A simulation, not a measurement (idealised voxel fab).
Proc. module: voxel double patterning
Shown is cross-section cut, with a width of 275 nm and square cells of size 5 nm.
Reading order for cross-sections: top band down to bottom band. Underlying form: a grid of square cells. Band size: one or more rows of cells.
In this notation a band is specified by the heights of its top and bottom, in that order and in nm, after which its materials appear from left to right, each paired with its width in nm. The word "all across" attached to a single material means that material fills the band from edge to edge; the word "blank" stands for empty space.
Beneath 0, the wafer as received is one material, and that level is where height counting begins. The lowest band goes on downward without a bottom; it is written like "0 and below".
It should be noted that a width expressed as "30->40" varies in equal increments from row to row of cells within the band, taking the value of the first number at the top row and that of the second number at the bottom row.
"all unchanged", as given for a step, is the statement that not any cell of the cross-section underwent a change during that step.
The entry "Fully sealed cavities" lists the empty spaces that cover at least 8 cells and have no open path to the top. Each is written as width x height at distance, where the distance is measured from the left edge and all three values are in nm.
Anything after a step's settings on that line? It's the simulator's own note about the step.
Steps that use a mask can have "overlay nm" on their line. It says how far the mask sat to the right of where it was meant to be. Negative means to the left.

## Steps planned for the process
| 1 | RECEIVE,material Si |
| 2 | CONFORMAL_DEP,material SiO2,thk nm 10 |
| 3 | DIRECTIONAL_DEP,material polySi,thk nm 15 |
| 4 | DIRECTIONAL_DEP,material SiCN,thk nm 5 |
| 5 | MASKED_ETCH,tone open,mask id FIRST,width nm 15,pitch nm 50,etch materials SiCN,depth nm 5,overlay nm 0 |
| 6 | DIRECTIONAL_DEP,material aC,thk nm 10 |
| 7 | PATTERN,tone open,mask id SECOND,material resist,width nm 15,pitch nm 50,thk nm 25,overlay nm 0 |
| 8 | DIRECTIONAL_ETCH,etch materials aC,depth nm 10 |
| 9 | STRIP,etch materials resist |
| 10 | DIRECTIONAL_ETCH,etch materials SiCN,depth nm 5 |
| 11 | STRIP,etch materials aC |
| 12 | DIRECTIONAL_ETCH,etch materials polySi,depth nm 15 |
| 13 | STRIP,etch materials SiCN |

## The first wafer of two, processed as planned

## Cross-section of the wafer as it came to us, i.e., already through step 1
* 0 and below = Si all across
* Fully sealed cavities: none

## So this is the wafer cross-section right after step 2
* 10 down to 0 = SiO2 all across
* Below 0 it's all the same as before, nothing changed down there.

## So this is the wafer cross-section right after step 3
* 25 down to 10 = polySi all across
* Below 10 it's all the same as before, nothing changed down there.

## So this is the wafer cross-section right after step 4
* 30 down to 25 = SiCN all across
* Below 25 it's all the same as before, nothing changed down there.

## So this is the wafer cross-section right after step 5
* 30 down to 25 = 80 of SiCN; 15 of blank; 35 of SiCN; 15 of blank; 35 of SiCN; 15 of blank; 80 of SiCN
* Below 25 it's all the same as before, nothing changed down there.

## So this is the wafer cross-section right after step 6
* 40 down to 35 = 80 of aC; 15 of blank; 35 of aC; 15 of blank; 35 of aC; 15 of blank; 80 of aC
* 35 down to 30 = aC all across
* 30 down to 25 = 80 of SiCN; 15 of aC; 35 of SiCN; 15 of aC; 35 of SiCN; 15 of aC; 80 of SiCN
* Below 25 it's all the same as before, nothing changed down there.

## So this is the wafer cross-section right after step 7
* 65 down to 40 = 105 of resist; 15 of blank; 35 of resist; 15 of blank; 105 of resist
* 40 down to 35 = 80 of aC; 15 of resist; 35 of aC; 15 of resist; 35 of aC; 15 of resist; 80 of aC
* Below 35 it's all the same as before, nothing changed down there.

## So this is the wafer cross-section right after step 8
* 55 down to 40 = 105 of resist; 15 of blank; 35 of resist; 15 of blank; 105 of resist
* 40 down to 35 = 80 of aC; 15 of resist; 10 of aC; 15 of blank; 10 of aC; 15 of resist; 10 of aC; 15 of blank; 10 of aC; 15 of resist; 80 of aC
* 35 down to 30 = 105 of aC; 15 of blank; 35 of aC; 15 of blank; 105 of aC
* Below 30 it's all the same as before, nothing changed down there.

## So this is the wafer cross-section right after step 9
* 40 down to 35 = 80 of aC; 15 of blank; 10 of aC; 15 of blank; 10 of aC; 15 of blank; 10 of aC; 15 of blank; 10 of aC; 15 of blank; 80 of aC
* Below 35 it's all the same as before, nothing changed down there.

## So this is the wafer cross-section right after step 10
* 40 down to 35 = 80 of aC; 15 of blank; 10 of aC; 15 of blank; 10 of aC; 15 of blank; 10 of aC; 15 of blank; 10 of aC; 15 of blank; 80 of aC
* 35 down to 30 = 105 of aC; 15 of blank; 35 of aC; 15 of blank; 105 of aC
* 30 down to 25 = 80 of SiCN; 15 of aC; 10 of SiCN; 15 of blank; 10 of SiCN; 15 of aC; 10 of SiCN; 15 of blank; 10 of SiCN; 15 of aC; 80 of SiCN
* Below 25 it's all the same as before, nothing changed down there.

## So this is the wafer cross-section right after step 11
* 30 down to 25 = 80 of SiCN; 15 of blank; 10 of SiCN; 15 of blank; 10 of SiCN; 15 of blank; 10 of SiCN; 15 of blank; 10 of SiCN; 15 of blank; 80 of SiCN
* Below 25 it's all the same as before, nothing changed down there.

## So this is the wafer cross-section right after step 12
* 30 down to 25 = 80 of SiCN; 15 of blank; 10 of SiCN; 15 of blank; 10 of SiCN; 15 of blank; 10 of SiCN; 15 of blank; 10 of SiCN; 15 of blank; 80 of SiCN
* 25 down to 10 = 80 of polySi; 15 of blank; 10 of polySi; 15 of blank; 10 of polySi; 15 of blank; 10 of polySi; 15 of blank; 10 of polySi; 15 of blank; 80 of polySi
* Below 10 it's all the same as before, nothing changed down there.

## So this is the wafer cross-section right after step 13
* 25 down to 10 = 80 of polySi; 15 of blank; 10 of polySi; 15 of blank; 10 of polySi; 15 of blank; 10 of polySi; 15 of blank; 10 of polySi; 15 of blank; 80 of polySi
* Below 10 it's all the same as before, nothing changed down there.

## Second wafer. Start and plan as for the first. One mistake made in running. Agrees with the first up to and including step 1

## At the planned end of step 2, the second wafer in cross-section
* 15 down to 0 = polySi all across
* Below 0 it's all the same as before, nothing changed down there.

## At the planned end of step 3, the second wafer in cross-section
* 25 down to 15 = SiO2 all across
* Below 15 it's all the same as before, nothing changed down there.

## At the planned end of step 4, the second wafer in cross-section
* 30 down to 25 = SiCN all across
* Below 25 it's all the same as before, nothing changed down there.

## At the planned end of step 5, the second wafer in cross-section
* 30 down to 25 = 80 of SiCN; 15 of blank; 35 of SiCN; 15 of blank; 35 of SiCN; 15 of blank; 80 of SiCN
* Below 25 it's all the same as before, nothing changed down there.

## At the planned end of step 6, the second wafer in cross-section
* 40 down to 35 = 80 of aC; 15 of blank; 35 of aC; 15 of blank; 35 of aC; 15 of blank; 80 of aC
* 35 down to 30 = aC all across
* 30 down to 25 = 80 of SiCN; 15 of aC; 35 of SiCN; 15 of aC; 35 of SiCN; 15 of aC; 80 of SiCN
* Below 25 it's all the same as before, nothing changed down there.

## At the planned end of step 7, the second wafer in cross-section
* 65 down to 40 = 105 of resist; 15 of blank; 35 of resist; 15 of blank; 105 of resist
* 40 down to 35 = 80 of aC; 15 of resist; 35 of aC; 15 of resist; 35 of aC; 15 of resist; 80 of aC
* Below 35 it's all the same as before, nothing changed down there.

## At the planned end of step 8, the second wafer in cross-section
* 55 down to 40 = 105 of resist; 15 of blank; 35 of resist; 15 of blank; 105 of resist
* 40 down to 35 = 80 of aC; 15 of resist; 10 of aC; 15 of blank; 10 of aC; 15 of resist; 10 of aC; 15 of blank; 10 of aC; 15 of resist; 80 of aC
* 35 down to 30 = 105 of aC; 15 of blank; 35 of aC; 15 of blank; 105 of aC
* Below 30 it's all the same as before, nothing changed down there.

## At the planned end of step 9, the second wafer in cross-section
* 40 down to 35 = 80 of aC; 15 of blank; 10 of aC; 15 of blank; 10 of aC; 15 of blank; 10 of aC; 15 of blank; 10 of aC; 15 of blank; 80 of aC
* Below 35 it's all the same as before, nothing changed down there.

## At the planned end of step 10, the second wafer in cross-section
* 40 down to 35 = 80 of aC; 15 of blank; 10 of aC; 15 of blank; 10 of aC; 15 of blank; 10 of aC; 15 of blank; 10 of aC; 15 of blank; 80 of aC
* 35 down to 30 = 105 of aC; 15 of blank; 35 of aC; 15 of blank; 105 of aC
* 30 down to 25 = 80 of SiCN; 15 of aC; 10 of SiCN; 15 of blank; 10 of SiCN; 15 of aC; 10 of SiCN; 15 of blank; 10 of SiCN; 15 of aC; 80 of SiCN
* Below 25 it's all the same as before, nothing changed down there.

## At the planned end of step 11, the second wafer in cross-section
* 30 down to 25 = 80 of SiCN; 15 of blank; 10 of SiCN; 15 of blank; 10 of SiCN; 15 of blank; 10 of SiCN; 15 of blank; 10 of SiCN; 15 of blank; 80 of SiCN
* Below 25 it's all the same as before, nothing changed down there.

At the planned end of step 12, the second wafer in cross-section: all unchanged

## At the planned end of step 13, the second wafer in cross-section
* 25 down to 15 = SiO2 all across
* Below 15 it's all the same as before, nothing changed down there.
Misprocessing identified: plan vs actual: 2 and 3 interchanged
Count the cells at the end and the second wafer has more or fewer of some materials than the first: +45 polySi
